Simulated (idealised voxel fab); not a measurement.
process module | voxel self aligned vias
220 nm wide, 5 nm square cells: that's cross-section cut.
Cross-section spec: square-cell grid; bands listed top down; each band is one or more rows.
Heads up on the band format: heights come first, top then bottom, in nm. After that it's the materials left to right, each with its width in nm. A single material flagged "edge to edge" fills the whole band edge to edge, and "empty" means there's empty space there.
Ref level 0: as-received wafer is one material below here. Bottom band extends down with no lower bound ("0 nm and below").
Think of "30->40" as a width that walks from the first number to the second as you go down the band, top row to bottom row, taking equal-sized steps from row to row.
No cell of the cross-section changed in a step that is given as "no alteration".
In the "Closed void inventory" entry, you get each enclosed empty space of 8 cells or more, one with no open way to the top, written width x height at distance, distance from the left edge, in nm.
On a step's line, text after the settings is the simulator commenting on that step.
Each step line may optionally specify "overlay nm", which for a step with a mask gives the rightward distance between the mask's planned place and where it lay, a negative value indicating the leftward direction.
[The steps planned for the process are as follows]
step 1: RECEIVE [material Si]
step 2: CONFORMAL_DEP [material SiO2] [thk nm 10]
step 3: CONFORMAL_DEP [material SiCN] [thk nm 5]
step 4: DIRECTIONAL_DEP [material lowk] [thk nm 20]
step 5: PATTERN [tone open] [mask id LINES] [material resist] [width nm 25] [pitch nm 70] [thk nm 20] [overlay nm 0]
step 6: DIRECTIONAL_ETCH [etch materials lowk] [depth nm 20]
step 7: STRIP [etch materials resist]
step 8: CONFORMAL_DEP [material TiN] [thk nm 5]
step 9: FILL_DEP [material Ru] [thk nm 5]
step 10: CMP [height nm 35]
step 11: SELECTIVE_ETCH [etch materials W Ru TiN] [depth nm 10]
step 12: FILL_DEP [material SiN] [thk nm 5]
step 13: CMP [height nm 35]
step 14: DIRECTIONAL_DEP [material lowk] [thk nm 20]
step 15: DIRECTIONAL_DEP [material aC] [thk nm 10]
step 16: PATTERN [tone open] [mask id VIAS] [material resist] [width nm 45] [pitch nm 70] [thk nm 25] [overlay nm 0]
step 17: DIRECTIONAL_ETCH [etch materials aC] [depth nm 10]
step 18: STRIP [etch materials resist]
step 19: DIRECTIONAL_ETCH [etch materials lowk] [depth nm 20]
step 20: DIRECTIONAL_ETCH [etch materials SiN] [depth nm 10]
step 21: STRIP [etch materials aC]
step 22: CONFORMAL_DEP [material TiN] [thk nm 5]
step 23: FILL_DEP [material Ru] [thk nm 10]
step 24: CMP [height nm 55]
step 25: CONFORMAL_DEP [material SiCN] [thk nm 5]
[Wafer at receipt (post step 1), cross-section]
	0 nm and below  Si edge to edge
	Closed void inventory: none
[First of two wafers at the end of the module, shown in cross-section; run carried out as planned]
	60 nm to 55 nm  SiCN edge to edge
	55 nm to 40 nm  lowk 50 / TiN 5 / Ru 35 / TiN 5 / lowk 25 / TiN 5 / Ru 35 / TiN 5 / lowk 55
	40 nm to 30 nm  lowk 50->60 / TiN 15->5 / Ru 15 / TiN 15->5 / lowk 25->45 / TiN 15->5 / Ru 15 / TiN 15->5 / lowk 55->65
	30 nm to 25 nm  lowk 60 / TiN 25 / lowk 45 / TiN 25 / lowk 65
	25 nm to 20 nm  lowk 60 / TiN 5 / Ru 15 / TiN 5 / lowk 45 / TiN 5 / Ru 15 / TiN 5 / lowk 65
	20 nm to 15 nm  lowk 60 / TiN 25 / lowk 45 / TiN 25 / lowk 65
	15 nm to 10 nm  SiCN edge to edge
	10 nm to 0 nm  SiO2 edge to edge
	0 nm and below  Si edge to edge
	Closed void inventory: none
[Second wafer of the two, sectioned at the end of the module. It began like the first and followed the same plan, but one mistake was made while running it]
	60 nm to 55 nm  SiCN edge to edge
	55 nm to 30 nm  lowk 50 / TiN 5 / Ru 35 / TiN 5 / lowk 25 / TiN 5 / Ru 35 / TiN 5 / lowk 55
	30 nm to 25 nm  lowk 50 / TiN 45 / lowk 25 / TiN 45 / lowk 55
	25 nm to 20 nm  lowk 50 / TiN 15 / Ru 15 / TiN 15 / lowk 25 / TiN 15 / Ru 15 / TiN 15 / lowk 55
	20 nm to 15 nm  lowk 50 / TiN 45 / lowk 25 / TiN 45 / lowk 55
	15 nm to 10 nm  SiCN edge to edge
	10 nm to 0 nm  SiO2 edge to edge
	0 nm and below  Si edge to edge
	Closed void inventory: none
The plan and the run diverged here: in the plan, step 19 was performed twice
Final comparison by cell count, materials where the second wafer has more or fewer than the first: Ru: 16 more; TiN: 16 more; lowk: 32 fewer
